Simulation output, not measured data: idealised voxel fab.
Title: Process Module voxel self aligned vias
In the cross-section labelled cut, the width is 250 nm and each square cell is 5 nm.
A cross-section in this document is a grid of square cells, and it is written down as bands, the top band listed before the ones below it; a band is made up of one or more rows of cells.
Band: top height; bottom height; in nm. Then, left to right: material with width in nm, for each material. "everywhere": a single material spanning edge to edge. "empty": empty space.
It should be noted that heights are counted from 0, beneath which the wafer as supplied is of one material throughout, and that the lowest band possesses no lower boundary but continues downward, as written in "0 -> down".
Width spec "30..40" -> top row of cells at first value, bottom row at second value, equal per-row change in between.
"left unchanged" (step): cross-section cells unchanged, all of them.
Basically, "Voids, enclosed" tells you about the enclosed voids: empty spaces with no open way to the top, 8 cells or bigger, each written width x height at distance, where distance is from the left edge, all in nm.
Step line, after settings: the simulator's comment on this step.
"overlay nm", when on a step's line for a step with a mask, measures how far to the right of its planned place the mask lay; a negative measure means to the left.

List of planned process steps:
| 1 | RECEIVE, material Si |
| 2 | CONFORMAL_DEP, material SiO2, thk nm 15 |
| 3 | CONFORMAL_DEP, material SiCN, thk nm 5 |
| 4 | DIRECTIONAL_DEP, material lowk, thk nm 25 |
| 5 | MASKED_ETCH, tone open, mask id LINES, width nm 25, pitch nm 60, etch materials lowk, depth nm 25, overlay nm 0 |
| 6 | CONFORMAL_DEP, material TiN, thk nm 5 |
| 7 | FILL_DEP, material Ru, thk nm 5 |
| 8 | CMP, height nm 45 |
| 9 | SELECTIVE_ETCH, etch materials W Ru TiN, depth nm 10 |
| 10 | FILL_DEP, material SiN, thk nm 5 |
| 11 | CMP, height nm 45 |
| 12 | DIRECTIONAL_DEP, material lowk, thk nm 20 |
| 13 | PATTERN, tone open, mask id VIAS, material resist, width nm 45, thk nm 20, overlay nm 0 |
| 14 | DIRECTIONAL_ETCH, etch materials lowk, depth nm 20 |
| 15 | DIRECTIONAL_ETCH, etch materials SiN, depth nm 10 |
| 16 | STRIP, etch materials resist |
| 17 | CONFORMAL_DEP, material TiN, thk nm 5 |
| 18 | FILL_DEP, material Ru, thk nm 5 |
| 19 | CMP, height nm 65 |
| 20 | CONFORMAL_DEP, material SiCN, thk nm 5 |

Below: the first of two wafers, run as planned:

Cross-section of the wafer at receipt, which is the condition after step 1:
    0 -> down  Si everywhere
    Voids, enclosed: none

Take a look at the wafer's cross-section after step 2:
    15 -> 0  SiO2 everywhere
    Unchanged below 0.

Take a look at the wafer's cross-section after step 3:
    20 -> 15  SiCN everywhere
    Unchanged below 15.

Take a look at the wafer's cross-section after step 4:
    45 -> 20  lowk everywhere
    Unchanged below 20.

Take a look at the wafer's cross-section after step 5:
    45 -> 20  lowk=80, then empty=25, then lowk=35, then empty=25, then lowk=85
    Unchanged below 20.

Take a look at the wafer's cross-section after step 6:
    50 -> 45  TiN=85, then empty=15, then TiN=45, then empty=15, then TiN=90
    45 -> 25  lowk=80, then TiN=5, then empty=15, then TiN=5, then lowk=35, then TiN=5, then empty=15, then TiN=5, then lowk=85
    25 -> 20  lowk=80, then TiN=25, then lowk=35, then TiN=25, then lowk=85
    Unchanged below 20.

Take a look at the wafer's cross-section after step 7:
    55 -> 50  Ru everywhere
    50 -> 45  TiN=85, then Ru=15, then TiN=45, then Ru=15, then TiN=90
    45 -> 25  lowk=80, then TiN=5, then Ru=15, then TiN=5, then lowk=35, then TiN=5, then Ru=15, then TiN=5, then lowk=85
    Unchanged below 25.

Take a look at the wafer's cross-section after step 8:
    45 -> 25  lowk=80, then TiN=5, then Ru=15, then TiN=5, then lowk=35, then TiN=5, then Ru=15, then TiN=5, then lowk=85
    Unchanged below 25.

Take a look at the wafer's cross-section after step 9:
    45 -> 35  lowk=80, then empty=25, then lowk=35, then empty=25, then lowk=85
    Unchanged below 35.

Take a look at the wafer's cross-section after step 10:
    50 -> 45  SiN everywhere
    45 -> 35  lowk=80, then SiN=25, then lowk=35, then SiN=25, then lowk=85
    Unchanged below 35.

Take a look at the wafer's cross-section after step 11:
    45 -> 35  lowk=80, then SiN=25, then lowk=35, then SiN=25, then lowk=85
    Unchanged below 35.

Take a look at the wafer's cross-section after step 12:
    65 -> 45  lowk everywhere
    Unchanged below 45.

Take a look at the wafer's cross-section after step 13:
    85 -> 65  resist=70, then empty=45, then resist=135
    Unchanged below 65.

Take a look at the wafer's cross-section after step 14:
    85 -> 65  resist=70, then empty=45, then resist=135
    65 -> 45  lowk=70, then empty=45, then lowk=135
    Unchanged below 45.

Take a look at the wafer's cross-section after step 15:
    85 -> 65  resist=70, then empty=45, then resist=135
    65 -> 45  lowk=70, then empty=45, then lowk=135
    45 -> 35  lowk=80, then empty=25, then lowk=35, then SiN=25, then lowk=85
    Unchanged below 35.

Take a look at the wafer's cross-section after step 16:
    65 -> 45  lowk=70, then empty=45, then lowk=135
    Unchanged below 45.

Take a look at the wafer's cross-section after step 17:
    70 -> 65  TiN=75, then empty=35, then TiN=140
    65 -> 50  lowk=70, then TiN=5, then empty=35, then TiN=5, then lowk=135
    50 -> 45  lowk=70, then TiN=15, then empty=15, then TiN=15, then lowk=135
    45 -> 40  lowk=80, then TiN=5, then empty=15, then TiN=5, then lowk=35, then SiN=25, then lowk=85
    40 -> 35  lowk=80, then TiN=25, then lowk=35, then SiN=25, then lowk=85
    Unchanged below 35.

Take a look at the wafer's cross-section after step 18:
    75 -> 70  Ru everywhere
    70 -> 65  TiN=75, then Ru=35, then TiN=140
    65 -> 50  lowk=70, then TiN=5, then Ru=35, then TiN=5, then lowk=135
    50 -> 45  lowk=70, then TiN=15, then Ru=15, then TiN=15, then lowk=135
    45 -> 40  lowk=80, then TiN=5, then Ru=15, then TiN=5, then lowk=35, then SiN=25, then lowk=85
    Unchanged below 40.

Take a look at the wafer's cross-section after step 19:
    65 -> 50  lowk=70, then TiN=5, then Ru=35, then TiN=5, then lowk=135
    Unchanged below 50.

Take a look at the wafer's cross-section after step 20:
    70 -> 65  SiCN everywhere
    Unchanged below 65.

The second wafer was prepared from the same starting point and under the same plan as the first; its processing contained one mistake, and it remains indistinguishable from the first wafer up to and including step 5:

X-section, second wafer, when step 6 was due to finish:
    50 -> 45  SiN=85, then empty=15, then SiN=45, then empty=15, then SiN=90
    45 -> 25  lowk=80, then SiN=5, then empty=15, then SiN=5, then lowk=35, then SiN=5, then empty=15, then SiN=5, then lowk=85
    25 -> 20  lowk=80, then SiN=25, then lowk=35, then SiN=25, then lowk=85
    Unchanged below 20.

X-section, second wafer, when step 7 was due to finish:
    55 -> 50  Ru everywhere
    50 -> 45  SiN=85, then Ru=15, then SiN=45, then Ru=15, then SiN=90
    45 -> 25  lowk=80, then SiN=5, then Ru=15, then SiN=5, then lowk=35, then SiN=5, then Ru=15, then SiN=5, then lowk=85
    Unchanged below 25.

X-section, second wafer, when step 8 was due to finish:
    45 -> 25  lowk=80, then SiN=5, then Ru=15, then SiN=5, then lowk=35, then SiN=5, then Ru=15, then SiN=5, then lowk=85
    Unchanged below 25.

X-section, second wafer, when step 9 was due to finish:
    45 -> 35  lowk=80, then SiN=5, then empty=15, then SiN=5, then lowk=35, then SiN=5, then empty=15, then SiN=5, then lowk=85
    Unchanged below 35.

X-section, second wafer, when step 10 was due to finish:
    50 -> 45  SiN everywhere
    45 -> 35  lowk=80, then SiN=25, then lowk=35, then SiN=25, then lowk=85
    Unchanged below 35.

X-section, second wafer, when step 11 was due to finish:
    45 -> 35  lowk=80, then SiN=25, then lowk=35, then SiN=25, then lowk=85
    Unchanged below 35.

X-section, second wafer, when step 12 was due to finish:
    65 -> 45  lowk everywhere
    Unchanged below 45.

X-section, second wafer, when step 13 was due to finish:
    85 -> 65  resist=70, then empty=45, then resist=135
    Unchanged below 65.

X-section, second wafer, when step 14 was due to finish:
    85 -> 65  resist=70, then empty=45, then resist=135
    65 -> 45  lowk=70, then empty=45, then lowk=135
    Unchanged below 45.

X-section, second wafer, when step 15 was due to finish:
    85 -> 65  resist=70, then empty=45, then resist=135
    65 -> 45  lowk=70, then empty=45, then lowk=135
    45 -> 35  lowk=80, then empty=25, then lowk=35, then SiN=25, then lowk=85
    Unchanged below 35.

X-section, second wafer, when step 16 was due to finish:
    65 -> 45  lowk=70, then empty=45, then lowk=135
    Unchanged below 45.

X-section, second wafer, when step 17 was due to finish:
    70 -> 65  TiN=75, then empty=35, then TiN=140
    65 -> 50  lowk=70, then TiN=5, then empty=35, then TiN=5, then lowk=135
    50 -> 45  lowk=70, then TiN=15, then empty=15, then TiN=15, then lowk=135
    45 -> 40  lowk=80, then TiN=5, then empty=15, then TiN=5, then lowk=35, then SiN=25, then lowk=85
    40 -> 35  lowk=80, then TiN=25, then lowk=35, then SiN=25, then lowk=85
    Unchanged below 35.

X-section, second wafer, when step 18 was due to finish:
    75 -> 70  Ru everywhere
    70 -> 65  TiN=75, then Ru=35, then TiN=140
    65 -> 50  lowk=70, then TiN=5, then Ru=35, then TiN=5, then lowk=135
    50 -> 45  lowk=70, then TiN=15, then Ru=15, then TiN=15, then lowk=135
    45 -> 40  lowk=80, then TiN=5, then Ru=15, then TiN=5, then lowk=35, then SiN=25, then lowk=85
    Unchanged below 40.

X-section, second wafer, when step 19 was due to finish:
    65 -> 50  lowk=70, then TiN=5, then Ru=35, then TiN=5, then lowk=135
    Unchanged below 50.

X-section, second wafer, when step 20 was due to finish:
    70 -> 65  SiCN everywhere
    Unchanged below 65.
What was the processing mistake? contrary to plan, step 6 was performed as CONFORMAL_DEP, material SiN, thk nm 5
at the end the second wafer has, in cells: +18 SiN; -18 TiN
